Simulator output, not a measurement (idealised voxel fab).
Title: Process Module voxel local oxidation
Xsec cut, 270 nm wide, square cell size 5 nm.
We lay out every cross-section as a grid of square cells and spell it out in bands from the top down, where one band means one or more rows of cells. Basically the band line says how high the top is and how high the bottom is, in nm, and then what's in it from left to right, every material with its width in nm. Empty space shows up as "blank", and if a single material carries "everywhere" it runs the full band edge to edge. Convention: height 0 is the level below which the wafer, as received, is all one material. The lowest band does not terminate at the bottom but continues downward, represented as "from 0 down". The expression "30..40" gives the width at the extremes of the band, the first number at its top row of cells and the second at its bottom row, with the width changing by equal amounts from each row to the next in between. "nothing different" after a step means that no cell of the cross-section changed. Voids not open to the top, 8 cells minimum: see "Unvented internal voids". Written width x height at distance; distance is from the left edge; nm. Heads up: the bit after the settings on a step's line is the simulator's remark on that step. The "overlay nm" setting may appear on a step's line; for a step that uses a mask, it gives how far to the right of its planned position the mask lay, and a negative value indicates the left.

The following list gives the planned process steps:
step 1: op RECEIVE | material Si
step 2: op CONFORMAL_DEP | material SiO2 | thk nm 5
step 3: op CONFORMAL_DEP | material SiN | thk nm 15
step 4: op PATTERN | tone cover | mask id ACTIVE | material resist | width nm 100 | thk nm 20 | overlay nm 0
step 5: op DIRECTIONAL_ETCH | etch materials SiN | depth nm 15
step 6: op STRIP | etch materials resist
step 7: op SELECTIVE_ETCH | etch materials SiO2 | depth nm 5
step 8: op OXIDIZE | depth nm 10
step 9: op STRIP | etch materials SiN

As-received wafer cross-section (after step 1):
  from 0 down  Si everywhere
  Unvented internal voids: none

Same starting wafer, same plan as above, one mistake in the execution; this is the cross-section at the end of the module:
  from 5 to 0  blank 90 nm; SiO2 95 nm; blank 85 nm
  from 0 to -10  SiO2 100 nm; Si 75 nm; SiO2 95 nm
  from -10 down  Si everywhere
  Unvented internal voids: none
Finding, execution versus plan: step 4 deviated from plan and actually ran as op PATTERN | tone cover | mask id ACTIVE | material resist | width nm 105 | thk nm 20 | overlay nm 0
